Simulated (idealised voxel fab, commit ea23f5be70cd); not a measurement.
process module | voxel transistor to metal
cross-section cut | 150 nm wide | cells 5 nm
A cross-section is a grid of square cells, given in bands from the top down. A band is one or more rows of cells.
Each band's line starts with the height of the band's top and of its bottom, in nm. Then come its materials from left to right, each with its width in nm. One material with "throughout" fills the band from edge to edge. "air" is empty space.
Height 0 is the level under which the wafer as received is all one material. The lowest band goes on downwards, as in "0 down".
A width such as "30 to 40" changes by the same amount from each row of cells to the next, from the band's top row to its bottom row.
"no change" after a step means that no cell of the cross-section changed.
closed voids: empty space of 8 cells or more with no open way to the top, each as width x height at its distance from the left edge, in nm
after a step's settings: what the simulator itself notes on the step
overlay nm, on a step with a mask: how far to the right of its planned place the mask lay; to the left if negative
plan
1 op RECEIVE | material Si
2 op OXIDIZE | depth nm 5
3 op CONFORMAL_DEP | material SiN | thk nm 10
4 op MASKED_ETCH | tone cover | mask id ACTIVE | width nm 110 | etch materials SiN | depth nm 10 | overlay nm 0
5 op MASKED_ETCH | tone cover | mask id ACTIVE | width nm 110 | etch materials SiO2 | depth nm 5 | overlay nm 0
6 op MASKED_ETCH | tone cover | mask id ACTIVE | width nm 110 | etch materials Si | depth nm 30 | overlay nm 0
7 op OXIDIZE | depth nm 5
8 op FILL_DEP | material SiO2 | thk nm 10
9 op CMP | height nm 10
10 op SELECTIVE_ETCH | etch materials SiO2 | depth nm 5
11 op STRIP | etch materials SiN
12 op SELECTIVE_ETCH | etch materials SiO2 | depth nm 5
13 op OXIDIZE | depth nm 5
14 op DIRECTIONAL_DEP | material polySi | thk nm 25
15 op DIRECTIONAL_DEP | material SiCN | thk nm 10
16 op PATTERN | tone cover | mask id GATE | material resist | width nm 30 | thk nm 20 | overlay nm 0
17 op DIRECTIONAL_ETCH | etch materials SiCN | depth nm 20
18 op DIRECTIONAL_ETCH | etch materials polySi | depth nm 35
19 op STRIP | etch materials resist
20 op CONFORMAL_DEP | material SiN | thk nm 10
21 op DIRECTIONAL_ETCH | etch materials SiN | depth nm 10
22 op DIRECTIONAL_ETCH | etch materials SiO2 | depth nm 5
23 op EPI | material SiGe | thk nm 5
24 op FILL_DEP | material SiO2 | thk nm 5
25 op CMP | height nm 20
26 op STRIP | etch materials polySi
27 op SELECTIVE_ETCH | etch materials SiO2 | depth nm 5
28 op CONFORMAL_DEP | material HfO2 | thk nm 5
29 op CONFORMAL_DEP | material TiN | thk nm 5
30 op FILL_DEP | material W | thk nm 10
31 op CMP | height nm 15
32 op DIRECTIONAL_DEP | material SiO2 | thk nm 10
33 op MASKED_ETCH | tone open | mask id CONTACT | width nm 20 | pitch nm 80 | etch materials SiO2 | depth nm 30 | overlay nm 0
34 op CONFORMAL_DEP | material TiN | thk nm 5
35 op FILL_DEP | material W | thk nm 10
36 op CMP | height nm 25
37 op DIRECTIONAL_DEP | material TiN | thk nm 5
38 op DIRECTIONAL_DEP | material W | thk nm 20
39 op DIRECTIONAL_DEP | material aC | thk nm 15
40 op PATTERN | tone cover | mask id METAL_1 | material resist | width nm 20 | pitch nm 80 | thk nm 35 | overlay nm 0
41 op DIRECTIONAL_ETCH | etch materials aC | depth nm 15
42 op STRIP | etch materials resist
43 op DIRECTIONAL_ETCH | etch materials W | depth nm 20
44 op DIRECTIONAL_ETCH | etch materials TiN | depth nm 5
45 op STRIP | etch materials aC
46 op CONFORMAL_DEP | material SiN | thk nm 5
47 op FILL_DEP | material lowk | thk nm 10
48 op CMP | height nm 50
49 op CONFORMAL_DEP | material SiN | thk nm 5
as received, after step 1
  0 down: Si throughout
  closed voids: none
a wafer at the end: this start, this plan, one mistake
  55 to 50: SiN throughout
  50 to 30: lowk 20 | SiN 5 | W 20 | SiN 5 | lowk 50 | SiN 5 | W 20 | SiN 5 | lowk 20
  30 to 25: SiN 25 | TiN 20 | SiN 60 | TiN 20 | SiN 25
  25 to 15: SiO2 20 | TiN 5 | W 10 | TiN 5 | SiO2 60 | TiN 5 | W 10 | TiN 5 | SiO2 30
  15 to 5: SiO2 20 | TiN 5 | W 10 | TiN 5 | SiO2 10 | SiN 10 | HfO2 5 | TiN 5 | W 10 | TiN 5 | HfO2 5 | SiN 10 | TiN 5 | W 10 | TiN 5 | SiO2 30
  5 to 0: SiO2 20 | TiN 10 | W 5 | TiN 5 | SiO2 10 | SiN 10 | HfO2 5 | TiN 5 | W 10 | TiN 5 | HfO2 5 | SiN 10 | TiN 5 | W 10 | TiN 5 | SiO2 30
  0 to -5: SiO2 15 | SiN 10 | TiN 15 | SiO2 10 | SiN 10 | HfO2 5 | TiN 20 | HfO2 5 | SiN 10 | TiN 20 | SiO2 5 | SiN 10 | SiO2 15
  -5 to -10: SiO2 25 | SiGe 25 | SiO2 5 | HfO2 40 | SiO2 5 | SiGe 25 | SiO2 25
  -10 to -40: SiO2 25 | Si 100 | SiO2 25
  -40 down: Si throughout
  closed voids: none
what went wrong: step 33 ran as: op MASKED_ETCH | tone open | mask id CONTACT | width nm 20 | pitch nm 80 | etch materials SiO2 | depth nm 30 | overlay nm -5
